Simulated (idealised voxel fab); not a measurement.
process module | voxel trench capacitor
cross-section cut | 240 nm wide | cells 5 nm
A cross-section is a grid of square cells, given in bands from the top down. A band is one or more rows of cells.
Each band's line starts with the height of the band's top and of its bottom, in nm. Then come its materials from left to right, each with its width in nm. One material with "throughout" fills the band from edge to edge. "air" is empty space.
Height 0 is the level under which the wafer as received is all one material. The lowest band goes on downwards, as in "0 down".
A width such as "30 to 40" changes by the same amount from each row of cells to the next, from the band's top row to its bottom row.
"no change" after a step means that no cell of the cross-section changed.
closed voids: empty space of 8 cells or more with no open way to the top, each as width x height at its distance from the left edge, in nm
after a step's settings: what the simulator itself notes on the step
overlay nm, on a step with a mask: how far to the right of its planned place the mask lay; to the left if negative
plan
1 op RECEIVE | material Si
2 op CONFORMAL_DEP | material SiN | thk nm 10
3 op MASKED_ETCH | tone open | mask id TRENCH | width nm 25 | pitch nm 40 | etch materials SiN | depth nm 10 | overlay nm 0
4 op MASKED_ETCH | tone open | mask id TRENCH | width nm 15 | pitch nm 40 | etch materials Si | depth nm 40 | overlay nm 0
5 op CONFORMAL_DEP | material Al2O3 | thk nm 5
6 op FILL_DEP | material polySi | thk nm 10
7 op CMP | height nm 10
varied across the wafers: width nm of step 4. The plan shows the first wafer's value. All wafers start alike
first wafer as received, after step 1
  0 down: Si throughout
  closed voids: none
first wafer at the end, after step 7
  10 to 0: SiN 45 | Al2O3 5 to 10 | polySi 15 to 5 | Al2O3 5 to 10 | SiN 15 | Al2O3 5 to 10 | polySi 15 to 5 | Al2O3 5 to 10 | SiN 15 | Al2O3 5 to 10 | polySi 15 to 5 | Al2O3 5 to 10 | SiN 15 | Al2O3 5 to 10 | polySi 15 to 5 | Al2O3 5 to 10 | SiN 50
  0 to -35: Si 50 | Al2O3 5 | polySi 5 | Al2O3 5 | Si 25 | Al2O3 5 | polySi 5 | Al2O3 5 | Si 25 | Al2O3 5 | polySi 5 | Al2O3 5 | Si 25 | Al2O3 5 | polySi 5 | Al2O3 5 | Si 55
  -35 to -40: Si 50 | Al2O3 15 | Si 25 | Al2O3 15 | Si 25 | Al2O3 15 | Si 25 | Al2O3 15 | Si 55
  -40 down: Si throughout
  closed voids: none
last wafer at the end
  10 to 0: SiN 45 | Al2O3 5 | polySi 15 | Al2O3 5 | SiN 15 | Al2O3 5 | polySi 15 | Al2O3 5 | SiN 15 | Al2O3 5 | polySi 15 | Al2O3 5 | SiN 15 | Al2O3 5 | polySi 15 | Al2O3 5 | SiN 50
  0 to -35: Si 45 | Al2O3 5 | polySi 15 | Al2O3 5 | Si 15 | Al2O3 5 | polySi 15 | Al2O3 5 | Si 15 | Al2O3 5 | polySi 15 | Al2O3 5 | Si 15 | Al2O3 5 | polySi 15 | Al2O3 5 | Si 50
  -35 to -40: Si 45 | Al2O3 25 | Si 15 | Al2O3 25 | Si 15 | Al2O3 25 | Si 15 | Al2O3 25 | Si 50
  -40 down: Si throughout
  closed voids: none
each wafer at the end: cells of each material gained (+) or lost (-) since it was received, then its closed voids
width nm 15 | +92 Al2O3 | -96 Si | +56 SiN | +44 polySi | closed voids: none
width nm 20 | +92 Al2O3 | -128 Si | +56 SiN | +76 polySi | closed voids: none
width nm 25 | +92 Al2O3 | -160 Si | +56 SiN | +108 polySi | closed voids: none
